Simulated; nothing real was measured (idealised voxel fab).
This is a process module. Its name is voxel wiring stack.
Xsec cut, 225 nm wide, square cell size 5 nm.
Cross-sections here: square-cell grids, written as top-down lists of bands, a band being one or more rows of cells.
Per band: top height and bottom height in nm, followed by the left-to-right materials and their widths in nm; "edge to edge" marks a single material spanning edge to edge, "blank" marks empty space.
Heights are expressed relative to 0, this being the level below which the as-received wafer comprises one material exclusively. The lowest band is unbounded in the downward direction and is denoted as in "0..down".
Graded width ("30->40"): value in top row of band = first number; value in bottom row = second number; row-to-row change constant.
Where a step carries "identical to before", the cross-section came out of it unchanged, cell for cell.
Empty spaces counting at least 8 cells and having no open way to the top are listed in "Unvented voids". The notation width x height at distance is used for each, the distance being from the left edge and all three values in nm.
Where a step's line continues beyond its settings, the continuation is a remark by the simulator itself on that step.
Steps that use a mask can have "overlay nm" on their line. It says how far the mask sat to the right of where it was meant to be. Negative means to the left.

PLAN
| 1 | RECEIVE: material Si |
| 2 | CONFORMAL_DEP: material SiO2, thk nm 15 |
| 3 | DIRECTIONAL_DEP: material TiN, thk nm 5 |
| 4 | DIRECTIONAL_DEP: material Ru, thk nm 20 |
| 5 | MASKED_ETCH: tone cover, mask id METAL_1, width nm 20, pitch nm 40, etch materials Ru, depth nm 20, overlay nm 0 |
| 6 | MASKED_ETCH: tone cover, mask id METAL_1, width nm 20, pitch nm 40, etch materials TiN, depth nm 5, overlay nm 0 |
| 7 | FILL_DEP: material lowk, thk nm 5 |
| 8 | CMP: height nm 40 |
| 9 | CONFORMAL_DEP: material SiCN, thk nm 5 |
| 10 | DIRECTIONAL_DEP: material SiO2, thk nm 20 |
| 11 | DIRECTIONAL_DEP: material aC, thk nm 10 |
| 12 | PATTERN: tone open, mask id PLUG_1, material resist, width nm 15, thk nm 25, overlay nm 0 |
| 13 | DIRECTIONAL_ETCH: etch materials aC, depth nm 10 |
| 14 | STRIP: etch materials resist |
| 15 | DIRECTIONAL_ETCH: etch materials SiO2, depth nm 20 |
| 16 | DIRECTIONAL_ETCH: etch materials SiCN, depth nm 5 |
| 17 | STRIP: etch materials aC |
| 18 | CONFORMAL_DEP: material TiN, thk nm 5 |
| 19 | FILL_DEP: material Ru, thk nm 10 |
| 20 | CMP: height nm 65 |
| 21 | CONFORMAL_DEP: material SiN, thk nm 5 |
| 22 | DIRECTIONAL_DEP: material SiO2, thk nm 20 |
| 23 | DIRECTIONAL_DEP: material aC, thk nm 15 |
| 24 | PATTERN: tone open, mask id METAL_2, material resist, width nm 20, pitch nm 40, thk nm 30, overlay nm 0 |
| 25 | DIRECTIONAL_ETCH: etch materials aC, depth nm 15 |
| 26 | STRIP: etch materials resist |
| 27 | DIRECTIONAL_ETCH: etch materials SiO2, depth nm 20 |
| 28 | DIRECTIONAL_ETCH: etch materials SiN, depth nm 5 |
| 29 | STRIP: etch materials aC |
| 30 | CONFORMAL_DEP: material TiN, thk nm 5 |
| 31 | FILL_DEP: material Cu, thk nm 5 |
| 32 | CMP: height nm 90 |
| 33 | EPI: material Ru, thk nm 5 |
| 34 | FILL_DEP: material SiCN, thk nm 5 |
| 35 | DIRECTIONAL_DEP: material SiO2, thk nm 30 |
| 36 | MASKED_ETCH: tone open, mask id METAL_3_HOLES, width nm 15, etch materials SiO2, depth nm 30, overlay nm 0 |
| 37 | MASKED_ETCH: tone open, mask id METAL_3, width nm 20, pitch nm 40, etch materials SiO2, depth nm 15, overlay nm 0 |
| 38 | MASKED_ETCH: tone open, mask id METAL_3, width nm 20, pitch nm 40, etch materials SiCN, depth nm 5, overlay nm 0 |
| 39 | CONFORMAL_DEP: material TiN, thk nm 5 |
| 40 | FILL_DEP: material Cu, thk nm 10 |
| 41 | CMP: height nm 130 |
| 42 | CONFORMAL_DEP: material SiN, thk nm 5 |

FIRST WAFER, AS PLANNED

CROSS-SECTION: WAFER ON ARRIVAL = AFTER STEP 1
* 0..down: Si edge to edge
* Unvented voids: none

SECTIONAL VIEW: WAFER, AFTER STEP 2
* 15..0: SiO2 edge to edge
* Everything under 0 stays put, no change at all.

SECTIONAL VIEW: WAFER, AFTER STEP 3
* 20..15: TiN edge to edge
* Everything under 15 stays put, no change at all.

SECTIONAL VIEW: WAFER, AFTER STEP 4
* 40..20: Ru edge to edge
* Everything under 20 stays put, no change at all.

SECTIONAL VIEW: WAFER, AFTER STEP 5
* 40..20: blank 80 nm | Ru 20 nm | blank 20 nm | Ru 20 nm | blank 85 nm
* Everything under 20 stays put, no change at all.

SECTIONAL VIEW: WAFER, AFTER STEP 6
* 40..20: blank 80 nm | Ru 20 nm | blank 20 nm | Ru 20 nm | blank 85 nm
* 20..15: blank 80 nm | TiN 20 nm | blank 20 nm | TiN 20 nm | blank 85 nm
* Everything under 15 stays put, no change at all.

SECTIONAL VIEW: WAFER, AFTER STEP 7
* 45..40: lowk edge to edge
* 40..20: lowk 80 nm | Ru 20 nm | lowk 20 nm | Ru 20 nm | lowk 85 nm
* 20..15: lowk 80 nm | TiN 20 nm | lowk 20 nm | TiN 20 nm | lowk 85 nm
* Everything under 15 stays put, no change at all.

SECTIONAL VIEW: WAFER, AFTER STEP 8
* 40..20: lowk 80 nm | Ru 20 nm | lowk 20 nm | Ru 20 nm | lowk 85 nm
* Everything under 20 stays put, no change at all.

SECTIONAL VIEW: WAFER, AFTER STEP 9
* 45..40: SiCN edge to edge
* Everything under 40 stays put, no change at all.

SECTIONAL VIEW: WAFER, AFTER STEP 10
* 65..45: SiO2 edge to edge
* Everything under 45 stays put, no change at all.

SECTIONAL VIEW: WAFER, AFTER STEP 11
* 75..65: aC edge to edge
* Everything under 65 stays put, no change at all.

SECTIONAL VIEW: WAFER, AFTER STEP 12
* 100..75: resist 80 nm | blank 15 nm | resist 130 nm
* Everything under 75 stays put, no change at all.

SECTIONAL VIEW: WAFER, AFTER STEP 13
* 90..75: resist 80 nm | blank 15 nm | resist 130 nm
* 75..65: aC 80 nm | blank 15 nm | aC 130 nm
* Everything under 65 stays put, no change at all.

SECTIONAL VIEW: WAFER, AFTER STEP 14
* 75..65: aC 80 nm | blank 15 nm | aC 130 nm
* Everything under 65 stays put, no change at all.

SECTIONAL VIEW: WAFER, AFTER STEP 15
* 75..65: aC 80 nm | blank 15 nm | aC 130 nm
* 65..45: SiO2 80 nm | blank 15 nm | SiO2 130 nm
* Everything under 45 stays put, no change at all.

SECTIONAL VIEW: WAFER, AFTER STEP 16
* 75..65: aC 80 nm | blank 15 nm | aC 130 nm
* 65..45: SiO2 80 nm | blank 15 nm | SiO2 130 nm
* 45..40: SiCN 80 nm | blank 15 nm | SiCN 130 nm
* Everything under 40 stays put, no change at all.

SECTIONAL VIEW: WAFER, AFTER STEP 17
* 65..45: SiO2 80 nm | blank 15 nm | SiO2 130 nm
* Everything under 45 stays put, no change at all.

SECTIONAL VIEW: WAFER, AFTER STEP 18
* 70..65: TiN 85 nm | blank 5 nm | TiN 135 nm
* 65..45: SiO2 80 nm | TiN 5 nm | blank 5 nm | TiN 5 nm | SiO2 130 nm
* 45..40: SiCN 80 nm | TiN 15 nm | SiCN 130 nm
* Everything under 40 stays put, no change at all.

SECTIONAL VIEW: WAFER, AFTER STEP 19
* 80..70: Ru edge to edge
* 70..65: TiN 85 nm | Ru 5 nm | TiN 135 nm
* 65..45: SiO2 80 nm | TiN 5 nm | Ru 5 nm | TiN 5 nm | SiO2 130 nm
* Everything under 45 stays put, no change at all.

SECTIONAL VIEW: WAFER, AFTER STEP 20
* 65..45: SiO2 80 nm | TiN 5 nm | Ru 5 nm | TiN 5 nm | SiO2 130 nm
* Everything under 45 stays put, no change at all.

SECTIONAL VIEW: WAFER, AFTER STEP 21
* 70..65: SiN edge to edge
* Everything under 65 stays put, no change at all.

SECTIONAL VIEW: WAFER, AFTER STEP 22
* 90..70: SiO2 edge to edge
* Everything under 70 stays put, no change at all.

SECTIONAL VIEW: WAFER, AFTER STEP 23
* 105..90: aC edge to edge
* Everything under 90 stays put, no change at all.

SECTIONAL VIEW: WAFER, AFTER STEP 24
* 135..105: resist 80 nm | blank 20 nm | resist 20 nm | blank 20 nm | resist 85 nm
* Everything under 105 stays put, no change at all.

SECTIONAL VIEW: WAFER, AFTER STEP 25
* 120..105: resist 80 nm | blank 20 nm | resist 20 nm | blank 20 nm | resist 85 nm
* 105..90: aC 80 nm | blank 20 nm | aC 20 nm | blank 20 nm | aC 85 nm
* Everything under 90 stays put, no change at all.

SECTIONAL VIEW: WAFER, AFTER STEP 26
* 105..90: aC 80 nm | blank 20 nm | aC 20 nm | blank 20 nm | aC 85 nm
* Everything under 90 stays put, no change at all.

SECTIONAL VIEW: WAFER, AFTER STEP 27
* 105..90: aC 80 nm | blank 20 nm | aC 20 nm | blank 20 nm | aC 85 nm
* 90..70: SiO2 80 nm | blank 20 nm | SiO2 20 nm | blank 20 nm | SiO2 85 nm
* Everything under 70 stays put, no change at all.

SECTIONAL VIEW: WAFER, AFTER STEP 28
* 105..90: aC 80 nm | blank 20 nm | aC 20 nm | blank 20 nm | aC 85 nm
* 90..70: SiO2 80 nm | blank 20 nm | SiO2 20 nm | blank 20 nm | SiO2 85 nm
* 70..65: SiN 80 nm | blank 20 nm | SiN 20 nm | blank 20 nm | SiN 85 nm
* Everything under 65 stays put, no change at all.

SECTIONAL VIEW: WAFER, AFTER STEP 29
* 90..70: SiO2 80 nm | blank 20 nm | SiO2 20 nm | blank 20 nm | SiO2 85 nm
* Everything under 70 stays put, no change at all.

SECTIONAL VIEW: WAFER, AFTER STEP 30
* 95..90: TiN 85 nm | blank 10 nm | TiN 30 nm | blank 10 nm | TiN 90 nm
* 90..70: SiO2 80 nm | TiN 5 nm | blank 10 nm | TiN 5 nm | SiO2 20 nm | TiN 5 nm | blank 10 nm | TiN 5 nm | SiO2 85 nm
* 70..65: SiN 80 nm | TiN 20 nm | SiN 20 nm | TiN 20 nm | SiN 85 nm
* Everything under 65 stays put, no change at all.

SECTIONAL VIEW: WAFER, AFTER STEP 31
* 100..95: Cu edge to edge
* 95..90: TiN 85 nm | Cu 10 nm | TiN 30 nm | Cu 10 nm | TiN 90 nm
* 90..70: SiO2 80 nm | TiN 5 nm | Cu 10 nm | TiN 5 nm | SiO2 20 nm | TiN 5 nm | Cu 10 nm | TiN 5 nm | SiO2 85 nm
* Everything under 70 stays put, no change at all.

SECTIONAL VIEW: WAFER, AFTER STEP 32
* 90..70: SiO2 80 nm | TiN 5 nm | Cu 10 nm | TiN 5 nm | SiO2 20 nm | TiN 5 nm | Cu 10 nm | TiN 5 nm | SiO2 85 nm
* Everything under 70 stays put, no change at all.

SECTIONAL VIEW: WAFER, AFTER STEP 33
* 95..90: blank 75 nm | Ru 30 nm | blank 10 nm | Ru 30 nm | blank 80 nm
* Everything under 90 stays put, no change at all.

SECTIONAL VIEW: WAFER, AFTER STEP 34
* 100..95: SiCN edge to edge
* 95..90: SiCN 75 nm | Ru 30 nm | SiCN 10 nm | Ru 30 nm | SiCN 80 nm
* Everything under 90 stays put, no change at all.

SECTIONAL VIEW: WAFER, AFTER STEP 35
* 130..100: SiO2 edge to edge
* Everything under 100 stays put, no change at all.

SECTIONAL VIEW: WAFER, AFTER STEP 36
* 130..100: SiO2 80 nm | blank 15 nm | SiO2 130 nm
* Everything under 100 stays put, no change at all.

SECTIONAL VIEW: WAFER, AFTER STEP 37
* 130..115: SiO2 80 nm | blank 20 nm | SiO2 20 nm | blank 20 nm | SiO2 85 nm
* Everything under 115 stays put, no change at all.

SECTIONAL VIEW: WAFER, AFTER STEP 38
* 130..115: SiO2 80 nm | blank 20 nm | SiO2 20 nm | blank 20 nm | SiO2 85 nm
* 115..100: SiO2 80 nm | blank 15 nm | SiO2 130 nm
* 100..95: SiCN 80 nm | blank 15 nm | SiCN 130 nm
* Everything under 95 stays put, no change at all.

SECTIONAL VIEW: WAFER, AFTER STEP 39
* 135..130: TiN 85 nm | blank 10 nm | TiN 30 nm | blank 10 nm | TiN 90 nm
* 130..120: SiO2 80 nm | TiN 5 nm | blank 10 nm | TiN 5 nm | SiO2 20 nm | TiN 5 nm | blank 10 nm | TiN 5 nm | SiO2 85 nm
* 120..115: SiO2 80 nm | TiN 5 nm | blank 5 nm | TiN 10 nm | SiO2 20 nm | TiN 20 nm | SiO2 85 nm
* 115..100: SiO2 80 nm | TiN 5 nm | blank 5 nm | TiN 5 nm | SiO2 130 nm
* 100..95: SiCN 80 nm | TiN 15 nm | SiCN 130 nm
* Everything under 95 stays put, no change at all.

SECTIONAL VIEW: WAFER, AFTER STEP 40
* 145..135: Cu edge to edge
* 135..130: TiN 85 nm | Cu 10 nm | TiN 30 nm | Cu 10 nm | TiN 90 nm
* 130..120: SiO2 80 nm | TiN 5 nm | Cu 10 nm | TiN 5 nm | SiO2 20 nm | TiN 5 nm | Cu 10 nm | TiN 5 nm | SiO2 85 nm
* 120..115: SiO2 80 nm | TiN 5 nm | Cu 5 nm | TiN 10 nm | SiO2 20 nm | TiN 20 nm | SiO2 85 nm
* 115..100: SiO2 80 nm | TiN 5 nm | Cu 5 nm | TiN 5 nm | SiO2 130 nm
* Everything under 100 stays put, no change at all.

SECTIONAL VIEW: WAFER, AFTER STEP 41
* 130..120: SiO2 80 nm | TiN 5 nm | Cu 10 nm | TiN 5 nm | SiO2 20 nm | TiN 5 nm | Cu 10 nm | TiN 5 nm | SiO2 85 nm
* Everything under 120 stays put, no change at all.

SECTIONAL VIEW: WAFER, AFTER STEP 42
* 135..130: SiN edge to edge
* Everything under 130 stays put, no change at all.

REGARDING THE SECOND OF THE TWO WAFERS: IT SHARED THE FIRST WAFER'S STARTING CONDITION AND PROCESS PLAN, YET ONE ERROR OCCURRED DURING ITS EXECUTION. ITS HISTORY COINCIDES WITH THAT OF THE FIRST WAFER UP TO AND INCLUDING STEP 36

WHAT THE SECOND WAFER LOOKS LIKE IN CROSS-SECTION WHEN STEP 37 SHOULD HAVE WRAPPED UP
* 130..100: SiO2 80 nm | blank 20 nm | SiO2 20 nm | blank 20 nm | SiO2 85 nm
* Everything under 100 stays put, no change at all.

WHAT THE SECOND WAFER LOOKS LIKE IN CROSS-SECTION WHEN STEP 38 SHOULD HAVE WRAPPED UP
* 130..100: SiO2 80 nm | blank 20 nm | SiO2 20 nm | blank 20 nm | SiO2 85 nm
* 100..95: SiCN 80 nm | blank 20 nm | SiCN 20 nm | blank 20 nm | SiCN 85 nm
* Everything under 95 stays put, no change at all.

WHAT THE SECOND WAFER LOOKS LIKE IN CROSS-SECTION WHEN STEP 39 SHOULD HAVE WRAPPED UP
* 135..130: TiN 85 nm | blank 10 nm | TiN 30 nm | blank 10 nm | TiN 90 nm
* 130..100: SiO2 80 nm | TiN 5 nm | blank 10 nm | TiN 5 nm | SiO2 20 nm | TiN 5 nm | blank 10 nm | TiN 5 nm | SiO2 85 nm
* 100..95: SiCN 80 nm | TiN 20 nm | SiCN 20 nm | TiN 20 nm | SiCN 85 nm
* Everything under 95 stays put, no change at all.

WHAT THE SECOND WAFER LOOKS LIKE IN CROSS-SECTION WHEN STEP 40 SHOULD HAVE WRAPPED UP
* 145..135: Cu edge to edge
* 135..130: TiN 85 nm | Cu 10 nm | TiN 30 nm | Cu 10 nm | TiN 90 nm
* 130..100: SiO2 80 nm | TiN 5 nm | Cu 10 nm | TiN 5 nm | SiO2 20 nm | TiN 5 nm | Cu 10 nm | TiN 5 nm | SiO2 85 nm
* Everything under 100 stays put, no change at all.

WHAT THE SECOND WAFER LOOKS LIKE IN CROSS-SECTION WHEN STEP 41 SHOULD HAVE WRAPPED UP
* 130..100: SiO2 80 nm | TiN 5 nm | Cu 10 nm | TiN 5 nm | SiO2 20 nm | TiN 5 nm | Cu 10 nm | TiN 5 nm | SiO2 85 nm
* Everything under 100 stays put, no change at all.

WHAT THE SECOND WAFER LOOKS LIKE IN CROSS-SECTION WHEN STEP 42 SHOULD HAVE WRAPPED UP
* 135..130: SiN edge to edge
* Everything under 130 stays put, no change at all.
Diagnosis: step 37 of the plan was carried out twice
Heads up, by the end the second wafer has more or fewer cells of some materials compared to the first: +12 Cu | -5 SiCN | -15 SiO2 | +8 TiN
